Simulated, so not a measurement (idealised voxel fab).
process module | voxel wiring stack
cross-section cut | 140 nm wide | cells 5 nm
A cross-section is a grid of square cells, given in bands from the top down. A band is one or more rows of cells.
Each band's line starts with the height of the band's top and of its bottom, in nm. Then come its materials from left to right, each with its width in nm. One material with "throughout" fills the band from edge to edge. "air" is empty space.
Height 0 is the level under which the wafer as received is all one material. The lowest band goes on downwards, as in "0 down".
A width such as "30 to 40" changes by the same amount from each row of cells to the next, from the band's top row to its bottom row.
"no change" after a step means that no cell of the cross-section changed.
closed voids: empty space of 8 cells or more with no open way to the top, each as width x height at its distance from the left edge, in nm
after a step's settings: what the simulator itself notes on the step
overlay nm, on a step with a mask: how far to the right of its planned place the mask lay; to the left if negative
plan
1 op RECEIVE | material Si
2 op CONFORMAL_DEP | material SiO2 | thk nm 10
3 op DIRECTIONAL_DEP | material TiN | thk nm 5
4 op DIRECTIONAL_DEP | material W | thk nm 20
5 op PATTERN | tone cover | mask id METAL_1 | material resist | width nm 25 | pitch nm 55 | thk nm 15 | overlay nm 0
6 op DIRECTIONAL_ETCH | etch materials W | depth nm 20
7 op DIRECTIONAL_ETCH | etch materials TiN | depth nm 5
8 op STRIP | etch materials resist
9 op CONFORMAL_DEP | material SiCN | thk nm 5
10 op FILL_DEP | material lowk | thk nm 5
11 op CMP | height nm 35
12 op CONFORMAL_DEP | material SiCN | thk nm 5
13 op DIRECTIONAL_DEP | material lowk | thk nm 20
14 op PATTERN | tone open | mask id PLUG_1 | material resist | width nm 15 | pitch nm 55 | thk nm 15 | overlay nm 0
15 op DIRECTIONAL_ETCH | etch materials lowk | depth nm 20
16 op DIRECTIONAL_ETCH | etch materials SiCN | depth nm 5
17 op STRIP | etch materials resist
18 op CONFORMAL_DEP | material TiN | thk nm 5
19 op FILL_DEP | material Cu | thk nm 5
20 op CMP | height nm 60
21 op DIRECTIONAL_DEP | material TiN | thk nm 5
22 op DIRECTIONAL_DEP | material Ru | thk nm 20
23 op PATTERN | tone cover | mask id METAL_2 | material resist | width nm 25 | pitch nm 55 | thk nm 20 | overlay nm 0
24 op DIRECTIONAL_ETCH | etch materials Ru | depth nm 20
25 op DIRECTIONAL_ETCH | etch materials TiN | depth nm 5
26 op STRIP | etch materials resist
27 op CONFORMAL_DEP | material SiCN | thk nm 5
28 op FILL_DEP | material SiO2 | thk nm 10
29 op CMP | height nm 85
30 op CONFORMAL_DEP | material SiCN | thk nm 5
31 op DIRECTIONAL_DEP | material lowk | thk nm 35
32 op DIRECTIONAL_DEP | material aC | thk nm 10
33 op PATTERN | tone open | mask id METAL_3_HOLES | material resist | width nm 15 | thk nm 25 | overlay nm 0
34 op DIRECTIONAL_ETCH | etch materials aC | depth nm 10
35 op STRIP | etch materials resist
36 op DIRECTIONAL_ETCH | etch materials lowk | depth nm 35
37 op STRIP | etch materials aC
38 op PATTERN | tone open | mask id METAL_3 | material resist | width nm 25 | pitch nm 55 | thk nm 15 | overlay nm 0
39 op DIRECTIONAL_ETCH | etch materials lowk | depth nm 20
40 op DIRECTIONAL_ETCH | etch materials SiCN | depth nm 5
41 op STRIP | etch materials resist
42 op CONFORMAL_DEP | material TiN | thk nm 5
43 op FILL_DEP | material Cu | thk nm 10
44 op CMP | height nm 125
45 op CONFORMAL_DEP | material SiCN | thk nm 5
as received, after step 1
  0 down: Si throughout
  closed voids: none
a wafer at the end: this start, this plan, one mistake
  130 to 125: SiCN throughout
  125 to 90: lowk 30 | TiN 5 | Cu 15 | TiN 5 | lowk 30 | TiN 5 | Cu 15 | TiN 5 | lowk 30
  90 to 85: SiCN 30 | TiN 25 | SiCN 30 | TiN 25 | SiCN 30
  85 to 65: SiO2 25 | SiCN 5 | Ru 25 | SiCN 5 | SiO2 20 | SiCN 5 | Ru 25 | SiCN 5 | SiO2 25
  65 to 60: SiCN 30 | TiN 25 | SiCN 30 | TiN 25 | SiCN 30
  60 to 40: lowk 30 | TiN 5 | Cu 5 | TiN 5 | lowk 40 | TiN 5 | Cu 5 | TiN 5 | lowk 40
  40 to 35: SiCN 30 | TiN 15 | SiCN 40 | TiN 15 | SiCN 40
  35 to 15: lowk 25 | SiCN 5 | W 25 | SiCN 5 | lowk 20 | SiCN 5 | W 25 | SiCN 5 | lowk 25
  15 to 10: SiCN 30 | TiN 25 | SiCN 30 | TiN 25 | SiCN 30
  10 to 0: SiO2 throughout
  0 down: Si throughout
  closed voids: none
what went wrong: step 39 was run twice
